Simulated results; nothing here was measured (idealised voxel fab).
process module | voxel transistor to metal
cross-section cut | 155 nm wide | cells 5 nm
A cross-section is a grid of square cells, given in bands from the top down. A band is one or more rows of cells.
Each band's line starts with the height of the band's top and of its bottom, in nm. Then come its materials from left to right, each with its width in nm. One material with "throughout" fills the band from edge to edge. "air" is empty space.
Height 0 is the level under which the wafer as received is all one material. The lowest band goes on downwards, as in "0 down".
A width such as "30 to 40" changes by the same amount from each row of cells to the next, from the band's top row to its bottom row.
"no change" after a step means that no cell of the cross-section changed.
closed voids: empty space of 8 cells or more with no open way to the top, each as width x height at its distance from the left edge, in nm
after a step's settings: what the simulator itself notes on the step
overlay nm, on a step with a mask: how far to the right of its planned place the mask lay; to the left if negative
plan
1 op RECEIVE | material Si
2 op CONFORMAL_DEP | material SiO2 | thk nm 5
3 op CONFORMAL_DEP | material SiN | thk nm 15
4 op PATTERN | tone cover | mask id ACTIVE | material resist | width nm 105 | thk nm 15 | overlay nm 0
5 op DIRECTIONAL_ETCH | etch materials SiN | depth nm 15
6 op DIRECTIONAL_ETCH | etch materials SiO2 | depth nm 5
7 op DIRECTIONAL_ETCH | etch materials Si | depth nm 20
8 op STRIP | etch materials resist
9 op OXIDIZE | depth nm 5
10 op FILL_DEP | material SiO2 | thk nm 15
11 op CMP | height nm 20
12 op SELECTIVE_ETCH | etch materials SiO2 | depth nm 15
13 op STRIP | etch materials SiN
14 op SELECTIVE_ETCH | etch materials SiO2 | depth nm 5
15 op OXIDIZE | depth nm 5
16 op DIRECTIONAL_DEP | material polySi | thk nm 30
17 op DIRECTIONAL_DEP | material SiCN | thk nm 10
18 op DIRECTIONAL_DEP | material aC | thk nm 10
19 op PATTERN | tone cover | mask id GATE | material resist | width nm 25 | thk nm 30 | overlay nm 0
20 op DIRECTIONAL_ETCH | etch materials aC | depth nm 10
21 op STRIP | etch materials resist
22 op DIRECTIONAL_ETCH | etch materials SiCN | depth nm 20
23 op DIRECTIONAL_ETCH | etch materials polySi | depth nm 40
24 op STRIP | etch materials aC
25 op CONFORMAL_DEP | material SiO2 | thk nm 5
26 op DIRECTIONAL_ETCH | etch materials SiO2 | depth nm 5
27 op CONFORMAL_DEP | material SiN | thk nm 10
28 op DIRECTIONAL_ETCH | etch materials SiN | depth nm 10
29 op DIRECTIONAL_ETCH | etch materials SiO2 | depth nm 5
30 op DIRECTIONAL_ETCH | etch materials Si | depth nm 15
31 op EPI | material nSi | thk nm 15
32 op FILL_DEP | material SiO2 | thk nm 10
33 op CMP | height nm 40
34 op DIRECTIONAL_DEP | material SiO2 | thk nm 15
35 op PATTERN | tone open | mask id CONTACT | material resist | width nm 30 | pitch nm 65 | thk nm 20 | overlay nm 0
36 op DIRECTIONAL_ETCH | etch materials SiO2 | depth nm 60
37 op STRIP | etch materials resist
38 op CONFORMAL_DEP | material TiN | thk nm 5
39 op FILL_DEP | material Ru | thk nm 5
40 op CMP | height nm 55
41 op CONFORMAL_DEP | material SiCN | thk nm 5
42 op DIRECTIONAL_DEP | material SiO2 | thk nm 25
43 op MASKED_ETCH | tone open | mask id METAL_1 | width nm 20 | pitch nm 75 | etch materials SiO2 | depth nm 25 | overlay nm 0
44 op MASKED_ETCH | tone open | mask id METAL_1 | width nm 20 | pitch nm 75 | etch materials SiCN | depth nm 5 | overlay nm 0
45 op CONFORMAL_DEP | material TiN | thk nm 5
46 op FILL_DEP | material Cu | thk nm 5
47 op CMP | height nm 85
48 op CONFORMAL_DEP | material SiN | thk nm 5
as received, after step 1
  0 down: Si throughout
  closed voids: none
first wafer at the end, as planned
  90 to 85: SiN throughout
  85 to 60: SiO2 30 | TiN 5 | Cu 10 | TiN 5 | SiO2 55 | TiN 5 | Cu 10 | TiN 5 | SiO2 30
  60 to 55: SiCN 30 | TiN 20 | SiCN 55 | TiN 20 | SiCN 30
  55 to 45: SiO2 30 | TiN 5 | Ru 20 | TiN 5 | SiO2 35 | TiN 5 | Ru 20 | TiN 5 | SiO2 30
  45 to 40: SiO2 30 | TiN 5 | Ru 10 | TiN 15 | SiO2 35 | TiN 15 | Ru 10 | TiN 5 | SiO2 30
  40 to 30: SiO2 30 | TiN 5 | Ru 10 | TiN 5 | SiN 10 | SiO2 5 | SiCN 25 | SiO2 5 | SiN 10 | TiN 5 | Ru 10 | TiN 5 | SiO2 30
  30 to 15: SiO2 30 | TiN 5 | Ru 10 | TiN 5 | SiN 10 | SiO2 5 | polySi 25 | SiO2 5 | SiN 10 | TiN 5 | Ru 10 | TiN 5 | SiO2 30
  15 to 10: SiO2 30 | TiN 20 | SiN 10 | SiO2 5 | polySi 25 | SiO2 5 | SiN 10 | TiN 20 | SiO2 30
  10 to 0: SiO2 30 | TiN 5 | nSi 15 | SiN 10 | SiO2 5 | polySi 25 | SiO2 5 | SiN 10 | nSi 15 | TiN 5 | SiO2 30
  0 to -5: SiO2 30 | TiN 5 | nSi 15 | SiO2 55 | nSi 15 | TiN 5 | SiO2 30
  -5 to -20: SiO2 30 | nSi 20 | Si 55 | nSi 20 | SiO2 30
  -20 to -25: SiO2 30 | Si 95 | SiO2 30
  -25 down: Si throughout
  closed voids: none
second wafer at the end: like start, like plan, one mistake
  90 to 85: SiN throughout
  85 to 80: TiN 35 | Cu 10 | TiN 65 | Cu 10 | TiN 35
  80 to 55: SiO2 30 | TiN 5 | Cu 10 | TiN 5 | SiO2 55 | TiN 5 | Cu 10 | TiN 5 | SiO2 30
  55 to 50: SiCN 30 | TiN 20 | SiCN 55 | TiN 20 | SiCN 30
  50 to 40: SiO2 30 | TiN 5 | Ru 20 to 10 | TiN 5 to 15 | SiO2 35 | TiN 5 to 15 | Ru 20 to 10 | TiN 5 | SiO2 30
  40 to 30: SiO2 30 | TiN 5 | Ru 10 | TiN 5 | SiN 10 | SiO2 5 | SiCN 25 | SiO2 5 | SiN 10 | TiN 5 | Ru 10 | TiN 5 | SiO2 30
  30 to 15: SiO2 30 | TiN 5 | Ru 10 | TiN 5 | SiN 10 | SiO2 5 | polySi 25 | SiO2 5 | SiN 10 | TiN 5 | Ru 10 | TiN 5 | SiO2 30
  15 to 10: SiO2 30 | TiN 20 | SiN 10 | SiO2 5 | polySi 25 | SiO2 5 | SiN 10 | TiN 20 | SiO2 30
  10 to 0: SiO2 30 | TiN 5 | nSi 15 | SiN 10 | SiO2 5 | polySi 25 | SiO2 5 | SiN 10 | nSi 15 | TiN 5 | SiO2 30
  0 to -5: SiO2 30 | TiN 5 | nSi 15 | SiO2 55 | nSi 15 | TiN 5 | SiO2 30
  -5 to -20: SiO2 30 | nSi 20 | Si 55 | nSi 20 | SiO2 30
  -20 to -25: SiO2 30 | Si 95 | SiO2 30
  -25 down: Si throughout
  closed voids: none
what went wrong: step 40 ran as: op CMP | height nm 50
at the end the second wafer has, in cells: 4 more of Cu | 8 fewer of Ru | 19 fewer of SiO2 | 23 more of TiN
